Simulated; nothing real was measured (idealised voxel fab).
process module | voxel wiring stack
cross-section cut | 170 nm wide | cells 5 nm
A cross-section is a grid of square cells, given in bands from the top down. A band is one or more rows of cells.
Each band's line starts with the height of the band's top and of its bottom, in nm. Then come its materials from left to right, each with its width in nm. One material with "throughout" fills the band from edge to edge. "air" is empty space.
Height 0 is the level under which the wafer as received is all one material. The lowest band goes on downwards, as in "0 down".
A width such as "30 to 40" changes by the same amount from each row of cells to the next, from the band's top row to its bottom row.
"no change" after a step means that no cell of the cross-section changed.
closed voids: empty space of 8 cells or more with no open way to the top, each as width x height at its distance from the left edge, in nm
after a step's settings: what the simulator itself notes on the step
overlay nm, on a step with a mask: how far to the right of its planned place the mask lay; to the left if negative
plan
1 op RECEIVE | material Si
2 op CONFORMAL_DEP | material SiO2 | thk nm 15
3 op DIRECTIONAL_DEP | material TiN | thk nm 5
4 op DIRECTIONAL_DEP | material W | thk nm 25
5 op MASKED_ETCH | tone cover | mask id METAL_1 | width nm 30 | pitch nm 45 | etch materials W | depth nm 25 | overlay nm 0
6 op MASKED_ETCH | tone cover | mask id METAL_1 | width nm 30 | pitch nm 45 | etch materials TiN | depth nm 5 | overlay nm 0
7 op CONFORMAL_DEP | material SiCN | thk nm 5
8 op FILL_DEP | material SiO2 | thk nm 5
9 op CMP | height nm 45
10 op CONFORMAL_DEP | material SiCN | thk nm 5
11 op DIRECTIONAL_DEP | material SiO2 | thk nm 30
12 op DIRECTIONAL_DEP | material aC | thk nm 15
13 op PATTERN | tone open | mask id METAL_2_HOLES | material resist | width nm 15 | pitch nm 90 | thk nm 35 | overlay nm 0
14 op DIRECTIONAL_ETCH | etch materials aC | depth nm 15
15 op STRIP | etch materials resist
16 op DIRECTIONAL_ETCH | etch materials SiO2 | depth nm 30
17 op STRIP | etch materials aC
18 op PATTERN | tone open | mask id METAL_2 | material resist | width nm 30 | pitch nm 45 | thk nm 15 | overlay nm 0
19 op DIRECTIONAL_ETCH | etch materials SiO2 | depth nm 15
20 op DIRECTIONAL_ETCH | etch materials SiCN | depth nm 5
21 op STRIP | etch materials resist
22 op CONFORMAL_DEP | material TiN | thk nm 5
23 op FILL_DEP | material Ru | thk nm 10
24 op CMP | height nm 80
25 op CONFORMAL_DEP | material SiCN | thk nm 5
as received, after step 1
  0 down: Si throughout
  closed voids: none
first wafer at the end, as planned
  85 to 80: SiCN throughout
  80 to 70: SiO2 25 | TiN 5 | Ru 20 | TiN 5 | SiO2 15 | TiN 5 | Ru 20 | TiN 5 | SiO2 15 | TiN 5 | Ru 20 | TiN 5 | SiO2 25
  70 to 65: SiO2 25 | TiN 5 | Ru 5 | TiN 20 | SiO2 15 | TiN 30 | SiO2 15 | TiN 5 | Ru 5 | TiN 20 | SiO2 25
  65 to 50: SiO2 25 | TiN 5 | Ru 5 | TiN 5 | SiO2 75 | TiN 5 | Ru 5 | TiN 5 | SiO2 40
  50 to 45: SiCN 25 | TiN 15 | SiCN 75 | TiN 15 | SiCN 40
  45 to 20: SiO2 20 | SiCN 5 | W 30 | SiCN 5 | SiO2 5 | SiCN 5 | W 30 | SiCN 5 | SiO2 5 | SiCN 5 | W 30 | SiCN 5 | SiO2 20
  20 to 15: SiCN 25 | TiN 30 | SiCN 15 | TiN 30 | SiCN 15 | TiN 30 | SiCN 25
  15 to 0: SiO2 throughout
  0 down: Si throughout
  closed voids: none
second wafer at the end: like start, like plan, one mistake
  85 to 80: SiCN throughout
  80 to 75: SiO2 25 | TiN 5 | Ru 5 | TiN 20 | SiO2 15 | TiN 30 | SiO2 15 | TiN 5 | Ru 5 | TiN 20 | SiO2 25
  75 to 60: SiO2 25 | TiN 5 | Ru 5 | TiN 5 | SiO2 75 | TiN 5 | Ru 5 | TiN 5 | SiO2 40
  60 to 55: SiCN 25 | TiN 15 | SiCN 75 | TiN 15 | SiCN 40
  55 to 45: SiCN throughout
  45 to 20: SiO2 20 | SiCN 5 | W 30 | SiCN 5 | SiO2 5 | SiCN 5 | W 30 | SiCN 5 | SiO2 5 | SiCN 5 | W 30 | SiCN 5 | SiO2 20
  20 to 15: SiCN 25 | TiN 30 | SiCN 15 | TiN 30 | SiCN 15 | TiN 30 | SiCN 25
  15 to 0: SiO2 throughout
  0 down: Si throughout
  closed voids: none
what went wrong: step 10 ran as: op CONFORMAL_DEP | material SiCN | thk nm 15
at the end the second wafer has, in cells: 24 fewer of Ru | 68 more of SiCN | 32 fewer of SiO2 | 12 fewer of TiN
